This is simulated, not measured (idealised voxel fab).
The process module presented herein is designated voxel capacitor over wiring.
It is cross-section cut that appears here, measuring 275 nm in width, its square cells being 5 nm in size.
This document writes a cross-section as a grid whose cells are square, and gives it as bands, listed from the top down; one or more rows of cells form a band. It is stipulated that each band's entry specify, in nanometres, the height of the top of the band and then that of its bottom, followed by the materials of the band in left-to-right sequence, each together with its width in nanometres. A single material marked by the word "edge to edge" is understood to fill the band from edge to edge; the word "empty" is understood to denote empty space. Heights from 0 (as-received wafer is one material below). Bottom band endless downward, as "0..down". It should be noted that a width expressed as "30 to 40" varies in equal increments from row to row of cells within the band, taking the value of the first number at the top row and that of the second number at the bottom row. When a step is marked "identical to before", none of the cells in the cross-section changed during that step. Any empty space of 8 cells or more lacking an open way to the top shows up in "Enclosed void catalog" as width x height at distance, distance from the left edge, in nm. Formally, on a step line, whatever follows the settings is a remark that the simulator itself makes on the step. overlay nm: for a step with a mask, the amount by which the mask lay right of where it was planned; a negative amount means left of it.
Planned step list for the process:
step 1: RECEIVE (material Si)
step 2: CONFORMAL_DEP (material SiO2; thk nm 15)
step 3: CONFORMAL_DEP (material SiCN; thk nm 5)
step 4: DIRECTIONAL_DEP (material lowk; thk nm 25)
step 5: PATTERN (tone open; mask id METAL_1; material resist; width nm 20; pitch nm 80; thk nm 15; overlay nm 0)
step 6: DIRECTIONAL_ETCH (etch materials lowk; depth nm 25)
step 7: DIRECTIONAL_ETCH (etch materials SiCN; depth nm 5)
step 8: STRIP (etch materials resist)
step 9: CONFORMAL_DEP (material TiN; thk nm 5)
step 10: FILL_DEP (material W; thk nm 10)
step 11: CMP (height nm 45)
step 12: EPI (material Ru; thk nm 5)
step 13: FILL_DEP (material SiCN; thk nm 5)
step 14: DIRECTIONAL_DEP (material SiO2; thk nm 10)
step 15: PATTERN (tone open; mask id PLUG_1; material resist; width nm 15; thk nm 15; overlay nm 0)
step 16: DIRECTIONAL_ETCH (etch materials SiO2; depth nm 10)
step 17: DIRECTIONAL_ETCH (etch materials SiCN; depth nm 5)
step 18: STRIP (etch materials resist)
step 19: CONFORMAL_DEP (material TiN; thk nm 5)
step 20: FILL_DEP (material W; thk nm 5)
step 21: CMP (height nm 65)
step 22: DIRECTIONAL_DEP (material TiN; thk nm 5)
step 23: DIRECTIONAL_DEP (material SiN; thk nm 5)
step 24: DIRECTIONAL_DEP (material TiN; thk nm 10)
step 25: DIRECTIONAL_DEP (material aC; thk nm 15)
step 26: PATTERN (tone cover; mask id UPPER_PLATE; material resist; width nm 65; thk nm 30; overlay nm 0)
step 27: DIRECTIONAL_ETCH (etch materials aC; depth nm 15)
step 28: STRIP (etch materials resist)
step 29: DIRECTIONAL_ETCH (etch materials TiN; depth nm 10)
step 30: DIRECTIONAL_ETCH (etch materials SiN; depth nm 5)
step 31: STRIP (etch materials aC)
step 32: PATTERN (tone cover; mask id LOWER_PLATE; material resist; width nm 75; thk nm 15; overlay nm 0)
step 33: DIRECTIONAL_ETCH (etch materials TiN; depth nm 5)
step 34: STRIP (etch materials resist)
step 35: FILL_DEP (material SiO2; thk nm 15)
step 36: CMP (height nm 95)
step 37: MASKED_ETCH (tone open; mask id PLUG_2; width nm 15; etch materials SiO2; depth nm 10; overlay nm 0)
step 38: CONFORMAL_DEP (material TiN; thk nm 5)
step 39: FILL_DEP (material Ru; thk nm 5)
step 40: CMP (height nm 95)
step 41: CONFORMAL_DEP (material SiN; thk nm 5)
So, the first of our two wafers, run just as we planned it:
Wafer cross-section on receipt, i.e. after step 1:
- 0..down | Si edge to edge
- Enclosed void catalog: none
After step 2, in cross-section:
- 15..0 | SiO2 edge to edge
- Everything below 0 is unchanged.
After step 3, in cross-section:
- 20..15 | SiCN edge to edge
- Everything below 15 is unchanged.
After step 4, in cross-section:
- 45..20 | lowk edge to edge
- Everything below 20 is unchanged.
After step 5, in cross-section:
- 60..45 | resist 85 nm / empty 20 nm / resist 60 nm / empty 20 nm / resist 90 nm
- Everything below 45 is unchanged.
After step 6, in cross-section:
- 60..45 | resist 85 nm / empty 20 nm / resist 60 nm / empty 20 nm / resist 90 nm
- 45..20 | lowk 85 nm / empty 20 nm / lowk 60 nm / empty 20 nm / lowk 90 nm
- Everything below 20 is unchanged.
After step 7, in cross-section:
- 60..45 | resist 85 nm / empty 20 nm / resist 60 nm / empty 20 nm / resist 90 nm
- 45..20 | lowk 85 nm / empty 20 nm / lowk 60 nm / empty 20 nm / lowk 90 nm
- 20..15 | SiCN 85 nm / empty 20 nm / SiCN 60 nm / empty 20 nm / SiCN 90 nm
- Everything below 15 is unchanged.
After step 8, in cross-section:
- 45..20 | lowk 85 nm / empty 20 nm / lowk 60 nm / empty 20 nm / lowk 90 nm
- Everything below 20 is unchanged.
After step 9, in cross-section:
- 50..45 | TiN 90 nm / empty 10 nm / TiN 70 nm / empty 10 nm / TiN 95 nm
- 45..20 | lowk 85 nm / TiN 5 nm / empty 10 nm / TiN 5 nm / lowk 60 nm / TiN 5 nm / empty 10 nm / TiN 5 nm / lowk 90 nm
- 20..15 | SiCN 85 nm / TiN 20 nm / SiCN 60 nm / TiN 20 nm / SiCN 90 nm
- Everything below 15 is unchanged.
After step 10, in cross-section:
- 60..50 | W edge to edge
- 50..45 | TiN 90 nm / W 10 nm / TiN 70 nm / W 10 nm / TiN 95 nm
- 45..20 | lowk 85 nm / TiN 5 nm / W 10 nm / TiN 5 nm / lowk 60 nm / TiN 5 nm / W 10 nm / TiN 5 nm / lowk 90 nm
- Everything below 20 is unchanged.
After step 11, in cross-section:
- 45..20 | lowk 85 nm / TiN 5 nm / W 10 nm / TiN 5 nm / lowk 60 nm / TiN 5 nm / W 10 nm / TiN 5 nm / lowk 90 nm
- Everything below 20 is unchanged.
After step 12, in cross-section:
- 50..45 | empty 80 nm / Ru 30 nm / empty 50 nm / Ru 30 nm / empty 85 nm
- Everything below 45 is unchanged.
After step 13, in cross-section:
- 55..50 | SiCN edge to edge
- 50..45 | SiCN 80 nm / Ru 30 nm / SiCN 50 nm / Ru 30 nm / SiCN 85 nm
- Everything below 45 is unchanged.
After step 14, in cross-section:
- 65..55 | SiO2 edge to edge
- Everything below 55 is unchanged.
After step 15, in cross-section:
- 80..65 | resist 90 nm / empty 15 nm / resist 170 nm
- Everything below 65 is unchanged.
After step 16, in cross-section:
- 80..65 | resist 90 nm / empty 15 nm / resist 170 nm
- 65..55 | SiO2 90 nm / empty 15 nm / SiO2 170 nm
- Everything below 55 is unchanged.
After step 17, in cross-section:
- 80..65 | resist 90 nm / empty 15 nm / resist 170 nm
- 65..55 | SiO2 90 nm / empty 15 nm / SiO2 170 nm
- 55..50 | SiCN 90 nm / empty 15 nm / SiCN 170 nm
- Everything below 50 is unchanged.
After step 18, in cross-section:
- 65..55 | SiO2 90 nm / empty 15 nm / SiO2 170 nm
- Everything below 55 is unchanged.
After step 19, in cross-section:
- 70..65 | TiN 95 nm / empty 5 nm / TiN 175 nm
- 65..55 | SiO2 90 nm / TiN 5 nm / empty 5 nm / TiN 5 nm / SiO2 170 nm
- 55..50 | SiCN 90 nm / TiN 15 nm / SiCN 170 nm
- Everything below 50 is unchanged.
After step 20, in cross-section:
- 75..70 | W edge to edge
- 70..65 | TiN 95 nm / W 5 nm / TiN 175 nm
- 65..55 | SiO2 90 nm / TiN 5 nm / W 5 nm / TiN 5 nm / SiO2 170 nm
- Everything below 55 is unchanged.
After step 21, in cross-section:
- 65..55 | SiO2 90 nm / TiN 5 nm / W 5 nm / TiN 5 nm / SiO2 170 nm
- Everything below 55 is unchanged.
After step 22, in cross-section:
- 70..65 | TiN edge to edge
- Everything below 65 is unchanged.
After step 23, in cross-section:
- 75..70 | SiN edge to edge
- Everything below 70 is unchanged.
After step 24, in cross-section:
- 85..75 | TiN edge to edge
- Everything below 75 is unchanged.
After step 25, in cross-section:
- 100..85 | aC edge to edge
- Everything below 85 is unchanged.
After step 26, in cross-section:
- 130..100 | empty 90 nm / resist 65 nm / empty 120 nm
- Everything below 100 is unchanged.
After step 27, in cross-section:
- 115..100 | empty 90 nm / resist 65 nm / empty 120 nm
- 100..85 | empty 90 nm / aC 65 nm / empty 120 nm
- Everything below 85 is unchanged.
After step 28, in cross-section:
- 100..85 | empty 90 nm / aC 65 nm / empty 120 nm
- Everything below 85 is unchanged.
After step 29, in cross-section:
- 100..85 | empty 90 nm / aC 65 nm / empty 120 nm
- 85..75 | empty 90 nm / TiN 65 nm / empty 120 nm
- Everything below 75 is unchanged.
After step 30, in cross-section:
- 100..85 | empty 90 nm / aC 65 nm / empty 120 nm
- 85..75 | empty 90 nm / TiN 65 nm / empty 120 nm
- 75..70 | empty 90 nm / SiN 65 nm / empty 120 nm
- Everything below 70 is unchanged.
After step 31, in cross-section:
- 85..75 | empty 90 nm / TiN 65 nm / empty 120 nm
- Everything below 75 is unchanged.
After step 32, in cross-section:
- 100..85 | empty 85 nm / resist 75 nm / empty 115 nm
- 85..75 | empty 85 nm / resist 5 nm / TiN 65 nm / resist 5 nm / empty 115 nm
- 75..70 | empty 85 nm / resist 5 nm / SiN 65 nm / resist 5 nm / empty 115 nm
- Everything below 70 is unchanged.
After step 33, in cross-section:
- 100..85 | empty 85 nm / resist 75 nm / empty 115 nm
- 85..75 | empty 85 nm / resist 5 nm / TiN 65 nm / resist 5 nm / empty 115 nm
- 75..70 | empty 85 nm / resist 5 nm / SiN 65 nm / resist 5 nm / empty 115 nm
- 70..65 | empty 85 nm / TiN 75 nm / empty 115 nm
- Everything below 65 is unchanged.
After step 34, in cross-section:
- 85..75 | empty 90 nm / TiN 65 nm / empty 120 nm
- 75..70 | empty 90 nm / SiN 65 nm / empty 120 nm
- Everything below 70 is unchanged.
After step 35, in cross-section:
- 100..85 | SiO2 edge to edge
- 85..75 | SiO2 90 nm / TiN 65 nm / SiO2 120 nm
- 75..70 | SiO2 90 nm / SiN 65 nm / SiO2 120 nm
- 70..65 | SiO2 85 nm / TiN 75 nm / SiO2 115 nm
- Everything below 65 is unchanged.
After step 36, in cross-section:
- 95..85 | SiO2 edge to edge
- Everything below 85 is unchanged.
After step 37, in cross-section:
- 95..85 | SiO2 100 nm / empty 15 nm / SiO2 160 nm
- Everything below 85 is unchanged.
After step 38, in cross-section:
- 100..95 | TiN 105 nm / empty 5 nm / TiN 165 nm
- 95..90 | SiO2 100 nm / TiN 5 nm / empty 5 nm / TiN 5 nm / SiO2 160 nm
- 90..85 | SiO2 100 nm / TiN 15 nm / SiO2 160 nm
- Everything below 85 is unchanged.
After step 39, in cross-section:
- 105..100 | Ru edge to edge
- 100..95 | TiN 105 nm / Ru 5 nm / TiN 165 nm
- 95..90 | SiO2 100 nm / TiN 5 nm / Ru 5 nm / TiN 5 nm / SiO2 160 nm
- Everything below 90 is unchanged.
After step 40, in cross-section:
- 95..90 | SiO2 100 nm / TiN 5 nm / Ru 5 nm / TiN 5 nm / SiO2 160 nm
- Everything below 90 is unchanged.
After step 41, in cross-section:
- 100..95 | SiN edge to edge
- Everything below 95 is unchanged.
Companion wafer, the second of two: same beginning, same intended sequence, one mistake in carrying it out; through step 1 inclusive it tracks the first exactly:
Look at the second wafer in cross-section at the time step 2 ought to have finished:
- 30..0 | SiO2 edge to edge
- Everything below 0 is unchanged.
Look at the second wafer in cross-section at the time step 3 ought to have finished:
- 35..30 | SiCN edge to edge
- Everything below 30 is unchanged.
Look at the second wafer in cross-section at the time step 4 ought to have finished:
- 60..35 | lowk edge to edge
- Everything below 35 is unchanged.
Look at the second wafer in cross-section at the time step 5 ought to have finished:
- 75..60 | resist 85 nm / empty 20 nm / resist 60 nm / empty 20 nm / resist 90 nm
- Everything below 60 is unchanged.
Look at the second wafer in cross-section at the time step 6 ought to have finished:
- 75..60 | resist 85 nm / empty 20 nm / resist 60 nm / empty 20 nm / resist 90 nm
- 60..35 | lowk 85 nm / empty 20 nm / lowk 60 nm / empty 20 nm / lowk 90 nm
- Everything below 35 is unchanged.
Look at the second wafer in cross-section at the time step 7 ought to have finished:
- 75..60 | resist 85 nm / empty 20 nm / resist 60 nm / empty 20 nm / resist 90 nm
- 60..35 | lowk 85 nm / empty 20 nm / lowk 60 nm / empty 20 nm / lowk 90 nm
- 35..30 | SiCN 85 nm / empty 20 nm / SiCN 60 nm / empty 20 nm / SiCN 90 nm
- Everything below 30 is unchanged.
Look at the second wafer in cross-section at the time step 8 ought to have finished:
- 60..35 | lowk 85 nm / empty 20 nm / lowk 60 nm / empty 20 nm / lowk 90 nm
- Everything below 35 is unchanged.
Look at the second wafer in cross-section at the time step 9 ought to have finished:
- 65..60 | TiN 90 nm / empty 10 nm / TiN 70 nm / empty 10 nm / TiN 95 nm
- 60..35 | lowk 85 nm / TiN 5 nm / empty 10 nm / TiN 5 nm / lowk 60 nm / TiN 5 nm / empty 10 nm / TiN 5 nm / lowk 90 nm
- 35..30 | SiCN 85 nm / TiN 20 nm / SiCN 60 nm / TiN 20 nm / SiCN 90 nm
- Everything below 30 is unchanged.
Look at the second wafer in cross-section at the time step 10 ought to have finished:
- 75..65 | W edge to edge
- 65..60 | TiN 90 nm / W 10 nm / TiN 70 nm / W 10 nm / TiN 95 nm
- 60..35 | lowk 85 nm / TiN 5 nm / W 10 nm / TiN 5 nm / lowk 60 nm / TiN 5 nm / W 10 nm / TiN 5 nm / lowk 90 nm
- Everything below 35 is unchanged.
Look at the second wafer in cross-section at the time step 11 ought to have finished:
- 45..35 | lowk 85 nm / TiN 5 nm / W 10 nm / TiN 5 nm / lowk 60 nm / TiN 5 nm / W 10 nm / TiN 5 nm / lowk 90 nm
- Everything below 35 is unchanged.
Look at the second wafer in cross-section at the time step 12 ought to have finished:
- 50..45 | empty 80 nm / Ru 30 nm / empty 50 nm / Ru 30 nm / empty 85 nm
- Everything below 45 is unchanged.
Look at the second wafer in cross-section at the time step 13 ought to have finished:
- 55..50 | SiCN edge to edge
- 50..45 | SiCN 80 nm / Ru 30 nm / SiCN 50 nm / Ru 30 nm / SiCN 85 nm
- Everything below 45 is unchanged.
Look at the second wafer in cross-section at the time step 14 ought to have finished:
- 65..55 | SiO2 edge to edge
- Everything below 55 is unchanged.
Look at the second wafer in cross-section at the time step 15 ought to have finished:
- 80..65 | resist 90 nm / empty 15 nm / resist 170 nm
- Everything below 65 is unchanged.
Look at the second wafer in cross-section at the time step 16 ought to have finished:
- 80..65 | resist 90 nm / empty 15 nm / resist 170 nm
- 65..55 | SiO2 90 nm / empty 15 nm / SiO2 170 nm
- Everything below 55 is unchanged.
Look at the second wafer in cross-section at the time step 17 ought to have finished:
- 80..65 | resist 90 nm / empty 15 nm / resist 170 nm
- 65..55 | SiO2 90 nm / empty 15 nm / SiO2 170 nm
- 55..50 | SiCN 90 nm / empty 15 nm / SiCN 170 nm
- Everything below 50 is unchanged.
Look at the second wafer in cross-section at the time step 18 ought to have finished:
- 65..55 | SiO2 90 nm / empty 15 nm / SiO2 170 nm
- Everything below 55 is unchanged.
Look at the second wafer in cross-section at the time step 19 ought to have finished:
- 70..65 | TiN 95 nm / empty 5 nm / TiN 175 nm
- 65..55 | SiO2 90 nm / TiN 5 nm / empty 5 nm / TiN 5 nm / SiO2 170 nm
- 55..50 | SiCN 90 nm / TiN 15 nm / SiCN 170 nm
- Everything below 50 is unchanged.
Look at the second wafer in cross-section at the time step 20 ought to have finished:
- 75..70 | W edge to edge
- 70..65 | TiN 95 nm / W 5 nm / TiN 175 nm
- 65..55 | SiO2 90 nm / TiN 5 nm / W 5 nm / TiN 5 nm / SiO2 170 nm
- Everything below 55 is unchanged.
Look at the second wafer in cross-section at the time step 21 ought to have finished:
- 65..55 | SiO2 90 nm / TiN 5 nm / W 5 nm / TiN 5 nm / SiO2 170 nm
- Everything below 55 is unchanged.
Look at the second wafer in cross-section at the time step 22 ought to have finished:
- 70..65 | TiN edge to edge
- Everything below 65 is unchanged.
Look at the second wafer in cross-section at the time step 23 ought to have finished:
- 75..70 | SiN edge to edge
- Everything below 70 is unchanged.
Look at the second wafer in cross-section at the time step 24 ought to have finished:
- 85..75 | TiN edge to edge
- Everything below 75 is unchanged.
Look at the second wafer in cross-section at the time step 25 ought to have finished:
- 100..85 | aC edge to edge
- Everything below 85 is unchanged.
Look at the second wafer in cross-section at the time step 26 ought to have finished:
- 130..100 | empty 90 nm / resist 65 nm / empty 120 nm
- Everything below 100 is unchanged.
Look at the second wafer in cross-section at the time step 27 ought to have finished:
- 115..100 | empty 90 nm / resist 65 nm / empty 120 nm
- 100..85 | empty 90 nm / aC 65 nm / empty 120 nm
- Everything below 85 is unchanged.
Look at the second wafer in cross-section at the time step 28 ought to have finished:
- 100..85 | empty 90 nm / aC 65 nm / empty 120 nm
- Everything below 85 is unchanged.
Look at the second wafer in cross-section at the time step 29 ought to have finished:
- 100..85 | empty 90 nm / aC 65 nm / empty 120 nm
- 85..75 | empty 90 nm / TiN 65 nm / empty 120 nm
- Everything below 75 is unchanged.
Look at the second wafer in cross-section at the time step 30 ought to have finished:
- 100..85 | empty 90 nm / aC 65 nm / empty 120 nm
- 85..75 | empty 90 nm / TiN 65 nm / empty 120 nm
- 75..70 | empty 90 nm / SiN 65 nm / empty 120 nm
- Everything below 70 is unchanged.
Look at the second wafer in cross-section at the time step 31 ought to have finished:
- 85..75 | empty 90 nm / TiN 65 nm / empty 120 nm
- Everything below 75 is unchanged.
Look at the second wafer in cross-section at the time step 32 ought to have finished:
- 100..85 | empty 85 nm / resist 75 nm / empty 115 nm
- 85..75 | empty 85 nm / resist 5 nm / TiN 65 nm / resist 5 nm / empty 115 nm
- 75..70 | empty 85 nm / resist 5 nm / SiN 65 nm / resist 5 nm / empty 115 nm
- Everything below 70 is unchanged.
Look at the second wafer in cross-section at the time step 33 ought to have finished:
- 100..85 | empty 85 nm / resist 75 nm / empty 115 nm
- 85..75 | empty 85 nm / resist 5 nm / TiN 65 nm / resist 5 nm / empty 115 nm
- 75..70 | empty 85 nm / resist 5 nm / SiN 65 nm / resist 5 nm / empty 115 nm
- 70..65 | empty 85 nm / TiN 75 nm / empty 115 nm
- Everything below 65 is unchanged.
Look at the second wafer in cross-section at the time step 34 ought to have finished:
- 85..75 | empty 90 nm / TiN 65 nm / empty 120 nm
- 75..70 | empty 90 nm / SiN 65 nm / empty 120 nm
- Everything below 70 is unchanged.
Look at the second wafer in cross-section at the time step 35 ought to have finished:
- 100..85 | SiO2 edge to edge
- 85..75 | SiO2 90 nm / TiN 65 nm / SiO2 120 nm
- 75..70 | SiO2 90 nm / SiN 65 nm / SiO2 120 nm
- 70..65 | SiO2 85 nm / TiN 75 nm / SiO2 115 nm
- Everything below 65 is unchanged.
Look at the second wafer in cross-section at the time step 36 ought to have finished:
- 95..85 | SiO2 edge to edge
- Everything below 85 is unchanged.
Look at the second wafer in cross-section at the time step 37 ought to have finished:
- 95..85 | SiO2 100 nm / empty 15 nm / SiO2 160 nm
- Everything below 85 is unchanged.
Look at the second wafer in cross-section at the time step 38 ought to have finished:
- 100..95 | TiN 105 nm / empty 5 nm / TiN 165 nm
- 95..90 | SiO2 100 nm / TiN 5 nm / empty 5 nm / TiN 5 nm / SiO2 160 nm
- 90..85 | SiO2 100 nm / TiN 15 nm / SiO2 160 nm
- Everything below 85 is unchanged.
Look at the second wafer in cross-section at the time step 39 ought to have finished:
- 105..100 | Ru edge to edge
- 100..95 | TiN 105 nm / Ru 5 nm / TiN 165 nm
- 95..90 | SiO2 100 nm / TiN 5 nm / Ru 5 nm / TiN 5 nm / SiO2 160 nm
- Everything below 90 is unchanged.
Look at the second wafer in cross-section at the time step 40 ought to have finished:
- 95..90 | SiO2 100 nm / TiN 5 nm / Ru 5 nm / TiN 5 nm / SiO2 160 nm
- Everything below 90 is unchanged.
Look at the second wafer in cross-section at the time step 41 ought to have finished:
- 100..95 | SiN edge to edge
- Everything below 95 is unchanged.
Want to know what went wrong? plan step 2 ran twice
The final cell counts differ between the wafers, with the second having more or fewer of some materials than the first: +165 SiO2 | -12 TiN | -12 W | -141 lowk
